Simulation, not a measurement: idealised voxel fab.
process module | voxel spacer lines
cross-section cut | 275 nm wide | cells 5 nm
A cross-section is a grid of square cells, given in bands from the top down. A band is one or more rows of cells.
Each band's line starts with the height of the band's top and of its bottom, in nm. Then come its materials from left to right, each with its width in nm. One material with "throughout" fills the band from edge to edge. "air" is empty space.
Height 0 is the level under which the wafer as received is all one material. The lowest band goes on downwards, as in "0 down".
A width such as "30 to 40" changes by the same amount from each row of cells to the next, from the band's top row to its bottom row.
"no change" after a step means that no cell of the cross-section changed.
closed voids: empty space of 8 cells or more with no open way to the top, each as width x height at its distance from the left edge, in nm
after a step's settings: what the simulator itself notes on the step
overlay nm, on a step with a mask: how far to the right of its planned place the mask lay; to the left if negative
plan
1 op RECEIVE | material Si
2 op CONFORMAL_DEP | material Al2O3 | thk nm 5
3 op DIRECTIONAL_DEP | material W | thk nm 20
4 op DIRECTIONAL_DEP | material polySi | thk nm 20
5 op PATTERN | tone cover | mask id MANDREL | material resist | width nm 20 | pitch nm 60 | thk nm 25 | overlay nm 0
6 op DIRECTIONAL_ETCH | etch materials polySi | depth nm 20
7 op STRIP | etch materials resist
8 op CONFORMAL_DEP | material SiO2 | thk nm 10
9 op DIRECTIONAL_ETCH | etch materials SiO2 | depth nm 10
10 op STRIP | etch materials polySi
11 op DIRECTIONAL_ETCH | etch materials W | depth nm 20
12 op STRIP | etch materials SiO2
13 op FILL_DEP | material SiO2 | thk nm 5
14 op CMP | height nm 25
as received, after step 1
  0 down: Si throughout
  closed voids: none
a wafer at the end: this start, this plan, one mistake
  25 to 5: SiO2 85 | W 10 | SiO2 25 | W 10 | SiO2 15 | W 10 | SiO2 25 | W 10 | SiO2 85
  5 to 0: Al2O3 throughout
  0 down: Si throughout
  closed voids: none
what went wrong: step 5 ran as: op PATTERN | tone cover | mask id MANDREL | material resist | width nm 25 | pitch nm 60 | thk nm 25 | overlay nm 0
